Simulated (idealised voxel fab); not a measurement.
process module | voxel self aligned vias
cross-section cut | 240 nm wide | cells 5 nm
A cross-section is a grid of square cells, given in bands from the top down. A band is one or more rows of cells.
Each band's line starts with the height of the band's top and of its bottom, in nm. Then come its materials from left to right, each with its width in nm. One material with "throughout" fills the band from edge to edge. "air" is empty space.
Height 0 is the level under which the wafer as received is all one material. The lowest band goes on downwards, as in "0 down".
A width such as "30 to 40" changes by the same amount from each row of cells to the next, from the band's top row to its bottom row.
"no change" after a step means that no cell of the cross-section changed.
closed voids: empty space of 8 cells or more with no open way to the top, each as width x height at its distance from the left edge, in nm
after a step's settings: what the simulator itself notes on the step
overlay nm, on a step with a mask: how far to the right of its planned place the mask lay; to the left if negative
plan
1 op RECEIVE | material Si
2 op CONFORMAL_DEP | material SiO2 | thk nm 15
3 op CONFORMAL_DEP | material SiCN | thk nm 5
4 op DIRECTIONAL_DEP | material lowk | thk nm 25
5 op DIRECTIONAL_DEP | material aC | thk nm 15
6 op PATTERN | tone open | mask id LINES | material resist | width nm 15 | pitch nm 65 | thk nm 35 | overlay nm 0
7 op DIRECTIONAL_ETCH | etch materials aC | depth nm 15
8 op STRIP | etch materials resist
9 op DIRECTIONAL_ETCH | etch materials lowk | depth nm 25
10 op STRIP | etch materials aC
11 op CONFORMAL_DEP | material TiN | thk nm 5
12 op FILL_DEP | material W | thk nm 5
13 op CMP | height nm 45
14 op SELECTIVE_ETCH | etch materials W Ru TiN | depth nm 10
15 op FILL_DEP | material SiN | thk nm 5
16 op CMP | height nm 45
17 op DIRECTIONAL_DEP | material lowk | thk nm 15
18 op MASKED_ETCH | tone open | mask id VIAS | width nm 35 | pitch nm 130 | etch materials lowk | depth nm 15 | overlay nm 0
19 op MASKED_ETCH | tone open | mask id VIAS | width nm 35 | pitch nm 130 | etch materials SiN | depth nm 10 | overlay nm 0
20 op CONFORMAL_DEP | material TiN | thk nm 5
21 op FILL_DEP | material Cu | thk nm 5
22 op CMP | height nm 60
23 op CONFORMAL_DEP | material SiCN | thk nm 5
varied across the wafers: width nm of step 6. The plan shows the first wafer's value. All wafers start alike
first wafer as received, after step 1
  0 down: Si throughout
  closed voids: none
first wafer at the end, after step 23
  65 to 60: SiCN throughout
  60 to 50: lowk 35 | TiN 5 | Cu 25 | TiN 5 | lowk 95 | TiN 5 | Cu 25 | TiN 5 | lowk 40
  50 to 45: lowk 35 | TiN 15 | Cu 5 | TiN 15 | lowk 95 | TiN 15 | Cu 5 | TiN 15 | lowk 40
  45 to 40: lowk 45 | TiN 5 | Cu 5 | TiN 5 | lowk 50 | SiN 15 | lowk 50 | TiN 5 | Cu 5 | TiN 5 | lowk 50
  40 to 35: lowk 45 | TiN 15 | lowk 50 | SiN 15 | lowk 50 | TiN 15 | lowk 50
  35 to 25: lowk 45 | TiN 5 | W 5 | TiN 5 | lowk 50 | TiN 5 | W 5 | TiN 5 | lowk 50 | TiN 5 | W 5 | TiN 5 | lowk 50
  25 to 20: lowk 45 | TiN 15 | lowk 50 | TiN 15 | lowk 50 | TiN 15 | lowk 50
  20 to 15: SiCN throughout
  15 to 0: SiO2 throughout
  0 down: Si throughout
  closed voids: none
last wafer at the end
  65 to 60: SiCN throughout
  60 to 45: lowk 35 | TiN 5 | Cu 25 | TiN 5 | lowk 95 | TiN 5 | Cu 25 | TiN 5 | lowk 40
  45 to 40: lowk 35 | TiN 5 | Cu 25 | TiN 5 | SiN 5 | lowk 25 | SiN 40 | lowk 25 | TiN 5 | Cu 25 | TiN 5 | SiN 5 | lowk 35
  40 to 35: lowk 35 | TiN 35 | SiN 5 | lowk 25 | SiN 40 | lowk 25 | TiN 35 | SiN 5 | lowk 35
  35 to 25: lowk 35 | TiN 5 | W 30 | TiN 5 | lowk 25 | TiN 5 | W 30 | TiN 5 | lowk 25 | TiN 5 | W 30 | TiN 5 | lowk 35
  25 to 20: lowk 35 | TiN 40 | lowk 25 | TiN 40 | lowk 25 | TiN 40 | lowk 35
  20 to 15: SiCN throughout
  15 to 0: SiO2 throughout
  0 down: Si throughout
  closed voids: none
each wafer at the end: cells of each material gained (+) or lost (-) since it was received, then its closed voids
width nm 15 | +24 Cu | +96 SiCN | +6 SiN | +144 SiO2 | +51 TiN | +6 W | +297 lowk | closed voids: none
width nm 20 | +28 Cu | +96 SiCN | +8 SiN | +144 SiO2 | +54 TiN | +12 W | +282 lowk | closed voids: none
width nm 25 | +32 Cu | +96 SiCN | +10 SiN | +144 SiO2 | +57 TiN | +18 W | +267 lowk | closed voids: none
width nm 30 | +36 Cu | +96 SiCN | +12 SiN | +144 SiO2 | +60 TiN | +24 W | +252 lowk | closed voids: none
width nm 35 | +40 Cu | +96 SiCN | +14 SiN | +144 SiO2 | +63 TiN | +30 W | +237 lowk | closed voids: none
width nm 40 | +40 Cu | +96 SiCN | +20 SiN | +144 SiO2 | +66 TiN | +36 W | +222 lowk | closed voids: none
